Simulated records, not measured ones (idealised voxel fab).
A process module follows: voxel trench capacitor.
Section cut is 300 nm wide and gridded with 5 nm square cells.
Cross-section layout: square cells on a grid; listed as bands, top to bottom; a band spans one or more cell rows.
Heads up on the band format: heights come first, top then bottom, in nm. After that it's the materials left to right, each with its width in nm. A single material flagged "full width" fills the whole band edge to edge, and "blank" means there's empty space there.
Zero point of the height axis is 0; under it, received wafer = one material. Lowest band: continues down indefinitely, "from 0 down".
The notation "30 to 40" denotes a width that varies across the rows of cells in the band, beginning at the first number in the top row, finishing at the second number in the bottom row, and changing by an identical amount from each row to the next.
It should be understood that the words "no modifications", when stated for a given step, signify that the cross-section underwent no change in any of its cells during that step.
Empty spaces without an open route to the top, at least 8 cells in extent, make up the entry "Closed voids list"; each is given as width x height at distance, where the distance is measured from the left edge, and all are in nm.
Text after the settings on a step's line: the simulator's own remark on that step.
A step line may carry the setting "overlay nm", which, for steps involving a mask, states the distance by which the mask lay to the right of its intended position; negative values denote displacement to the left.
### plan
| 1 | RECEIVE with material Si |
| 2 | CONFORMAL_DEP with material SiN, thk nm 10 |
| 3 | PATTERN with tone open, mask id TRENCH, material resist, width nm 30, pitch nm 60, thk nm 15, overlay nm 0 |
| 4 | DIRECTIONAL_ETCH with etch materials SiN, depth nm 10 |
| 5 | DIRECTIONAL_ETCH with etch materials Si, depth nm 30 |
| 6 | STRIP with etch materials resist |
| 7 | CONFORMAL_DEP with material HfO2, thk nm 5 |
| 8 | CONFORMAL_DEP with material TiN, thk nm 5 |
| 9 | FILL_DEP with material W, thk nm 10 |
| 10 | CMP with height nm 10 |
### First of two wafers - as planned
### Cross-section of the wafer at receipt, which is the condition after step 1
  from 0 down | Si full width
  Closed voids list: none
### After step 2: wafer cross-section
  from 10 to 0 | SiN full width
  Below a height of 0, the structure has not been altered.
### After step 3: wafer cross-section
  from 25 to 10 | resist 45 nm; blank 30 nm; resist 30 nm; blank 30 nm; resist 30 nm; blank 30 nm; resist 30 nm; blank 30 nm; resist 45 nm
  Below a height of 10, the structure has not been altered.
### After step 4: wafer cross-section
  from 25 to 10 | resist 45 nm; blank 30 nm; resist 30 nm; blank 30 nm; resist 30 nm; blank 30 nm; resist 30 nm; blank 30 nm; resist 45 nm
  from 10 to 0 | SiN 45 nm; blank 30 nm; SiN 30 nm; blank 30 nm; SiN 30 nm; blank 30 nm; SiN 30 nm; blank 30 nm; SiN 45 nm
  Below a height of 0, the structure has not been altered.
### After step 5: wafer cross-section
  from 25 to 10 | resist 45 nm; blank 30 nm; resist 30 nm; blank 30 nm; resist 30 nm; blank 30 nm; resist 30 nm; blank 30 nm; resist 45 nm
  from 10 to 0 | SiN 45 nm; blank 30 nm; SiN 30 nm; blank 30 nm; SiN 30 nm; blank 30 nm; SiN 30 nm; blank 30 nm; SiN 45 nm
  from 0 to -30 | Si 45 nm; blank 30 nm; Si 30 nm; blank 30 nm; Si 30 nm; blank 30 nm; Si 30 nm; blank 30 nm; Si 45 nm
  Below a height of -30, the structure has not been altered.
### After step 6: wafer cross-section
  from 10 to 0 | SiN 45 nm; blank 30 nm; SiN 30 nm; blank 30 nm; SiN 30 nm; blank 30 nm; SiN 30 nm; blank 30 nm; SiN 45 nm
  Below a height of 0, the structure has not been altered.
### After step 7: wafer cross-section
  from 15 to 10 | HfO2 50 nm; blank 20 nm; HfO2 40 nm; blank 20 nm; HfO2 40 nm; blank 20 nm; HfO2 40 nm; blank 20 nm; HfO2 50 nm
  from 10 to 0 | SiN 45 nm; HfO2 5 nm; blank 20 nm; HfO2 5 nm; SiN 30 nm; HfO2 5 nm; blank 20 nm; HfO2 5 nm; SiN 30 nm; HfO2 5 nm; blank 20 nm; HfO2 5 nm; SiN 30 nm; HfO2 5 nm; blank 20 nm; HfO2 5 nm; SiN 45 nm
  from 0 to -25 | Si 45 nm; HfO2 5 nm; blank 20 nm; HfO2 5 nm; Si 30 nm; HfO2 5 nm; blank 20 nm; HfO2 5 nm; Si 30 nm; HfO2 5 nm; blank 20 nm; HfO2 5 nm; Si 30 nm; HfO2 5 nm; blank 20 nm; HfO2 5 nm; Si 45 nm
  from -25 to -30 | Si 45 nm; HfO2 30 nm; Si 30 nm; HfO2 30 nm; Si 30 nm; HfO2 30 nm; Si 30 nm; HfO2 30 nm; Si 45 nm
  Below a height of -30, the structure has not been altered.
### After step 8: wafer cross-section
  from 20 to 15 | TiN 55 nm; blank 10 nm; TiN 50 nm; blank 10 nm; TiN 50 nm; blank 10 nm; TiN 50 nm; blank 10 nm; TiN 55 nm
  from 15 to 10 | HfO2 50 nm; TiN 5 nm; blank 10 nm; TiN 5 nm; HfO2 40 nm; TiN 5 nm; blank 10 nm; TiN 5 nm; HfO2 40 nm; TiN 5 nm; blank 10 nm; TiN 5 nm; HfO2 40 nm; TiN 5 nm; blank 10 nm; TiN 5 nm; HfO2 50 nm
  from 10 to 0 | SiN 45 nm; HfO2 5 nm; TiN 5 nm; blank 10 nm; TiN 5 nm; HfO2 5 nm; SiN 30 nm; HfO2 5 nm; TiN 5 nm; blank 10 nm; TiN 5 nm; HfO2 5 nm; SiN 30 nm; HfO2 5 nm; TiN 5 nm; blank 10 nm; TiN 5 nm; HfO2 5 nm; SiN 30 nm; HfO2 5 nm; TiN 5 nm; blank 10 nm; TiN 5 nm; HfO2 5 nm; SiN 45 nm
  from 0 to -20 | Si 45 nm; HfO2 5 nm; TiN 5 nm; blank 10 nm; TiN 5 nm; HfO2 5 nm; Si 30 nm; HfO2 5 nm; TiN 5 nm; blank 10 nm; TiN 5 nm; HfO2 5 nm; Si 30 nm; HfO2 5 nm; TiN 5 nm; blank 10 nm; TiN 5 nm; HfO2 5 nm; Si 30 nm; HfO2 5 nm; TiN 5 nm; blank 10 nm; TiN 5 nm; HfO2 5 nm; Si 45 nm
  from -20 to -25 | Si 45 nm; HfO2 5 nm; TiN 20 nm; HfO2 5 nm; Si 30 nm; HfO2 5 nm; TiN 20 nm; HfO2 5 nm; Si 30 nm; HfO2 5 nm; TiN 20 nm; HfO2 5 nm; Si 30 nm; HfO2 5 nm; TiN 20 nm; HfO2 5 nm; Si 45 nm
  Below a height of -25, the structure has not been altered.
### After step 9: wafer cross-section
  from 30 to 20 | W full width
  from 20 to 15 | TiN 55 nm; W 10 nm; TiN 50 nm; W 10 nm; TiN 50 nm; W 10 nm; TiN 50 nm; W 10 nm; TiN 55 nm
  from 15 to 10 | HfO2 50 nm; TiN 5 nm; W 10 nm; TiN 5 nm; HfO2 40 nm; TiN 5 nm; W 10 nm; TiN 5 nm; HfO2 40 nm; TiN 5 nm; W 10 nm; TiN 5 nm; HfO2 40 nm; TiN 5 nm; W 10 nm; TiN 5 nm; HfO2 50 nm
  from 10 to 0 | SiN 45 nm; HfO2 5 nm; TiN 5 nm; W 10 nm; TiN 5 nm; HfO2 5 nm; SiN 30 nm; HfO2 5 nm; TiN 5 nm; W 10 nm; TiN 5 nm; HfO2 5 nm; SiN 30 nm; HfO2 5 nm; TiN 5 nm; W 10 nm; TiN 5 nm; HfO2 5 nm; SiN 30 nm; HfO2 5 nm; TiN 5 nm; W 10 nm; TiN 5 nm; HfO2 5 nm; SiN 45 nm
  from 0 to -20 | Si 45 nm; HfO2 5 nm; TiN 5 nm; W 10 nm; TiN 5 nm; HfO2 5 nm; Si 30 nm; HfO2 5 nm; TiN 5 nm; W 10 nm; TiN 5 nm; HfO2 5 nm; Si 30 nm; HfO2 5 nm; TiN 5 nm; W 10 nm; TiN 5 nm; HfO2 5 nm; Si 30 nm; HfO2 5 nm; TiN 5 nm; W 10 nm; TiN 5 nm; HfO2 5 nm; Si 45 nm
  Below a height of -20, the structure has not been altered.
### After step 10: wafer cross-section
  from 10 to 0 | SiN 45 nm; HfO2 5 nm; TiN 5 nm; W 10 nm; TiN 5 nm; HfO2 5 nm; SiN 30 nm; HfO2 5 nm; TiN 5 nm; W 10 nm; TiN 5 nm; HfO2 5 nm; SiN 30 nm; HfO2 5 nm; TiN 5 nm; W 10 nm; TiN 5 nm; HfO2 5 nm; SiN 30 nm; HfO2 5 nm; TiN 5 nm; W 10 nm; TiN 5 nm; HfO2 5 nm; SiN 45 nm
  Below a height of 0, the structure has not been altered.
### The second wafer: identical to the first at the outset and in its planned sequence, differing only in that one mistake was made during processing; up to and including step 6, its path is the first wafer's path
### Cross-section, second wafer, at the end time the plan gives for step 7
  from 15 to 10 | TiN 50 nm; blank 20 nm; TiN 40 nm; blank 20 nm; TiN 40 nm; blank 20 nm; TiN 40 nm; blank 20 nm; TiN 50 nm
  from 10 to 0 | SiN 45 nm; TiN 5 nm; blank 20 nm; TiN 5 nm; SiN 30 nm; TiN 5 nm; blank 20 nm; TiN 5 nm; SiN 30 nm; TiN 5 nm; blank 20 nm; TiN 5 nm; SiN 30 nm; TiN 5 nm; blank 20 nm; TiN 5 nm; SiN 45 nm
  from 0 to -25 | Si 45 nm; TiN 5 nm; blank 20 nm; TiN 5 nm; Si 30 nm; TiN 5 nm; blank 20 nm; TiN 5 nm; Si 30 nm; TiN 5 nm; blank 20 nm; TiN 5 nm; Si 30 nm; TiN 5 nm; blank 20 nm; TiN 5 nm; Si 45 nm
  from -25 to -30 | Si 45 nm; TiN 30 nm; Si 30 nm; TiN 30 nm; Si 30 nm; TiN 30 nm; Si 30 nm; TiN 30 nm; Si 45 nm
  Below a height of -30, the structure has not been altered.
### Cross-section, second wafer, at the end time the plan gives for step 8
  from 20 to 15 | HfO2 55 nm; blank 10 nm; HfO2 50 nm; blank 10 nm; HfO2 50 nm; blank 10 nm; HfO2 50 nm; blank 10 nm; HfO2 55 nm
  from 15 to 10 | TiN 50 nm; HfO2 5 nm; blank 10 nm; HfO2 5 nm; TiN 40 nm; HfO2 5 nm; blank 10 nm; HfO2 5 nm; TiN 40 nm; HfO2 5 nm; blank 10 nm; HfO2 5 nm; TiN 40 nm; HfO2 5 nm; blank 10 nm; HfO2 5 nm; TiN 50 nm
  from 10 to 0 | SiN 45 nm; TiN 5 nm; HfO2 5 nm; blank 10 nm; HfO2 5 nm; TiN 5 nm; SiN 30 nm; TiN 5 nm; HfO2 5 nm; blank 10 nm; HfO2 5 nm; TiN 5 nm; SiN 30 nm; TiN 5 nm; HfO2 5 nm; blank 10 nm; HfO2 5 nm; TiN 5 nm; SiN 30 nm; TiN 5 nm; HfO2 5 nm; blank 10 nm; HfO2 5 nm; TiN 5 nm; SiN 45 nm
  from 0 to -20 | Si 45 nm; TiN 5 nm; HfO2 5 nm; blank 10 nm; HfO2 5 nm; TiN 5 nm; Si 30 nm; TiN 5 nm; HfO2 5 nm; blank 10 nm; HfO2 5 nm; TiN 5 nm; Si 30 nm; TiN 5 nm; HfO2 5 nm; blank 10 nm; HfO2 5 nm; TiN 5 nm; Si 30 nm; TiN 5 nm; HfO2 5 nm; blank 10 nm; HfO2 5 nm; TiN 5 nm; Si 45 nm
  from -20 to -25 | Si 45 nm; TiN 5 nm; HfO2 20 nm; TiN 5 nm; Si 30 nm; TiN 5 nm; HfO2 20 nm; TiN 5 nm; Si 30 nm; TiN 5 nm; HfO2 20 nm; TiN 5 nm; Si 30 nm; TiN 5 nm; HfO2 20 nm; TiN 5 nm; Si 45 nm
  Below a height of -25, the structure has not been altered.
### Cross-section, second wafer, at the end time the plan gives for step 9
  from 30 to 20 | W full width
  from 20 to 15 | HfO2 55 nm; W 10 nm; HfO2 50 nm; W 10 nm; HfO2 50 nm; W 10 nm; HfO2 50 nm; W 10 nm; HfO2 55 nm
  from 15 to 10 | TiN 50 nm; HfO2 5 nm; W 10 nm; HfO2 5 nm; TiN 40 nm; HfO2 5 nm; W 10 nm; HfO2 5 nm; TiN 40 nm; HfO2 5 nm; W 10 nm; HfO2 5 nm; TiN 40 nm; HfO2 5 nm; W 10 nm; HfO2 5 nm; TiN 50 nm
  from 10 to 0 | SiN 45 nm; TiN 5 nm; HfO2 5 nm; W 10 nm; HfO2 5 nm; TiN 5 nm; SiN 30 nm; TiN 5 nm; HfO2 5 nm; W 10 nm; HfO2 5 nm; TiN 5 nm; SiN 30 nm; TiN 5 nm; HfO2 5 nm; W 10 nm; HfO2 5 nm; TiN 5 nm; SiN 30 nm; TiN 5 nm; HfO2 5 nm; W 10 nm; HfO2 5 nm; TiN 5 nm; SiN 45 nm
  from 0 to -20 | Si 45 nm; TiN 5 nm; HfO2 5 nm; W 10 nm; HfO2 5 nm; TiN 5 nm; Si 30 nm; TiN 5 nm; HfO2 5 nm; W 10 nm; HfO2 5 nm; TiN 5 nm; Si 30 nm; TiN 5 nm; HfO2 5 nm; W 10 nm; HfO2 5 nm; TiN 5 nm; Si 30 nm; TiN 5 nm; HfO2 5 nm; W 10 nm; HfO2 5 nm; TiN 5 nm; Si 45 nm
  Below a height of -20, the structure has not been altered.
### Cross-section, second wafer, at the end time the plan gives for step 10
  from 10 to 0 | SiN 45 nm; TiN 5 nm; HfO2 5 nm; W 10 nm; HfO2 5 nm; TiN 5 nm; SiN 30 nm; TiN 5 nm; HfO2 5 nm; W 10 nm; HfO2 5 nm; TiN 5 nm; SiN 30 nm; TiN 5 nm; HfO2 5 nm; W 10 nm; HfO2 5 nm; TiN 5 nm; SiN 30 nm; TiN 5 nm; HfO2 5 nm; W 10 nm; HfO2 5 nm; TiN 5 nm; SiN 45 nm
  Below a height of 0, the structure has not been altered.
Diagnosis: a sequencing error occurred in which plan steps 7 and 8 were transposed
At the finish, the second wafer shows more or fewer cells for some materials than the first does: 16 fewer of HfO2; 16 more of TiN
